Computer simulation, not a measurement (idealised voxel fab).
process module | voxel spacer lines
cross-section cut | 300 nm wide | cells 5 nm
A cross-section is a grid of square cells, given in bands from the top down. A band is one or more rows of cells.
Each band's line starts with the height of the band's top and of its bottom, in nm. Then come its materials from left to right, each with its width in nm. One material with "throughout" fills the band from edge to edge. "air" is empty space.
Height 0 is the level under which the wafer as received is all one material. The lowest band goes on downwards, as in "0 down".
A width such as "30 to 40" changes by the same amount from each row of cells to the next, from the band's top row to its bottom row.
"no change" after a step means that no cell of the cross-section changed.
closed voids: empty space of 8 cells or more with no open way to the top, each as width x height at its distance from the left edge, in nm
after a step's settings: what the simulator itself notes on the step
overlay nm, on a step with a mask: how far to the right of its planned place the mask lay; to the left if negative
plan
1 op RECEIVE | material Si
2 op CONFORMAL_DEP | material Al2O3 | thk nm 5
3 op DIRECTIONAL_DEP | material polySi | thk nm 10
4 op DIRECTIONAL_DEP | material aC | thk nm 25
5 op PATTERN | tone cover | mask id MANDREL | material resist | width nm 15 | pitch nm 60 | thk nm 30 | overlay nm 0
6 op DIRECTIONAL_ETCH | etch materials aC | depth nm 25
7 op STRIP | etch materials resist
8 op CONFORMAL_DEP | material SiN | thk nm 15
9 op DIRECTIONAL_ETCH | etch materials SiN | depth nm 15
10 op STRIP | etch materials aC
11 op DIRECTIONAL_ETCH | etch materials polySi | depth nm 10
12 op STRIP | etch materials SiN
13 op FILL_DEP | material lowk | thk nm 10
14 op CMP | height nm 15
first wafer, as planned
as received, after step 1
  0 down: Si throughout
  closed voids: none
after step 2
  5 to 0: Al2O3 throughout
  below 0: unchanged
after step 3
  15 to 5: polySi throughout
  below 5: unchanged
after step 4
  40 to 15: aC throughout
  below 15: unchanged
after step 5
  70 to 40: air 110 | resist 15 | air 45 | resist 15 | air 115
  below 40: unchanged
after step 6
  45 to 40: air 110 | resist 15 | air 45 | resist 15 | air 115
  40 to 15: air 110 | aC 15 | air 45 | aC 15 | air 115
  below 15: unchanged
after step 7
  40 to 15: air 110 | aC 15 | air 45 | aC 15 | air 115
  below 15: unchanged
after step 8
  55 to 40: air 95 | SiN 45 | air 15 | SiN 45 | air 100
  40 to 30: air 95 | SiN 15 | aC 15 | SiN 15 | air 15 | SiN 15 | aC 15 | SiN 15 | air 100
  30 to 15: SiN 110 | aC 15 | SiN 45 | aC 15 | SiN 115
  below 15: unchanged
after step 9
  40 to 15: air 95 | SiN 15 | aC 15 | SiN 15 | air 15 | SiN 15 | aC 15 | SiN 15 | air 100
  below 15: unchanged
after step 10
  40 to 15: air 95 | SiN 15 | air 15 | SiN 15 | air 15 | SiN 15 | air 15 | SiN 15 | air 100
  below 15: unchanged
after step 11
  40 to 15: air 95 | SiN 15 | air 15 | SiN 15 | air 15 | SiN 15 | air 15 | SiN 15 | air 100
  15 to 5: air 95 | polySi 15 | air 15 | polySi 15 | air 15 | polySi 15 | air 15 | polySi 15 | air 100
  below 5: unchanged
after step 12
  15 to 5: air 95 | polySi 15 | air 15 | polySi 15 | air 15 | polySi 15 | air 15 | polySi 15 | air 100
  below 5: unchanged
after step 13
  25 to 15: lowk throughout
  15 to 5: lowk 95 | polySi 15 | lowk 15 | polySi 15 | lowk 15 | polySi 15 | lowk 15 | polySi 15 | lowk 100
  below 5: unchanged
after step 14
  15 to 5: lowk 95 | polySi 15 | lowk 15 | polySi 15 | lowk 15 | polySi 15 | lowk 15 | polySi 15 | lowk 100
  below 5: unchanged
second wafer: like start, like plan, one mistake. Through step 1 it matches the first wafer
when step 2 should have ended
  5 to 0: polySi throughout
  below 0: unchanged
when step 3 should have ended
  15 to 0: polySi throughout
  below 0: unchanged
when step 4 should have ended
  40 to 15: aC throughout
  below 15: unchanged
when step 5 should have ended
  70 to 40: air 110 | resist 15 | air 45 | resist 15 | air 115
  below 40: unchanged
when step 6 should have ended
  45 to 40: air 110 | resist 15 | air 45 | resist 15 | air 115
  40 to 15: air 110 | aC 15 | air 45 | aC 15 | air 115
  below 15: unchanged
when step 7 should have ended
  40 to 15: air 110 | aC 15 | air 45 | aC 15 | air 115
  below 15: unchanged
when step 8 should have ended
  55 to 40: air 95 | SiN 45 | air 15 | SiN 45 | air 100
  40 to 30: air 95 | SiN 15 | aC 15 | SiN 15 | air 15 | SiN 15 | aC 15 | SiN 15 | air 100
  30 to 15: SiN 110 | aC 15 | SiN 45 | aC 15 | SiN 115
  below 15: unchanged
when step 9 should have ended
  40 to 15: air 95 | SiN 15 | aC 15 | SiN 15 | air 15 | SiN 15 | aC 15 | SiN 15 | air 100
  below 15: unchanged
when step 10 should have ended
  40 to 15: air 95 | SiN 15 | air 15 | SiN 15 | air 15 | SiN 15 | air 15 | SiN 15 | air 100
  below 15: unchanged
when step 11 should have ended
  40 to 15: air 95 | SiN 15 | air 15 | SiN 15 | air 15 | SiN 15 | air 15 | SiN 15 | air 100
  15 to 5: air 95 | polySi 15 | air 15 | polySi 15 | air 15 | polySi 15 | air 15 | polySi 15 | air 100
  below 5: unchanged
when step 12 should have ended
  15 to 5: air 95 | polySi 15 | air 15 | polySi 15 | air 15 | polySi 15 | air 15 | polySi 15 | air 100
  below 5: unchanged
when step 13 should have ended
  25 to 15: lowk throughout
  15 to 5: lowk 95 | polySi 15 | lowk 15 | polySi 15 | lowk 15 | polySi 15 | lowk 15 | polySi 15 | lowk 100
  below 5: unchanged
when step 14 should have ended
  15 to 5: lowk 95 | polySi 15 | lowk 15 | polySi 15 | lowk 15 | polySi 15 | lowk 15 | polySi 15 | lowk 100
  below 5: unchanged
what went wrong: step 2 ran as: op CONFORMAL_DEP | material polySi | thk nm 5
at the end the second wafer has, in cells: 60 fewer of Al2O3 | 60 more of polySi
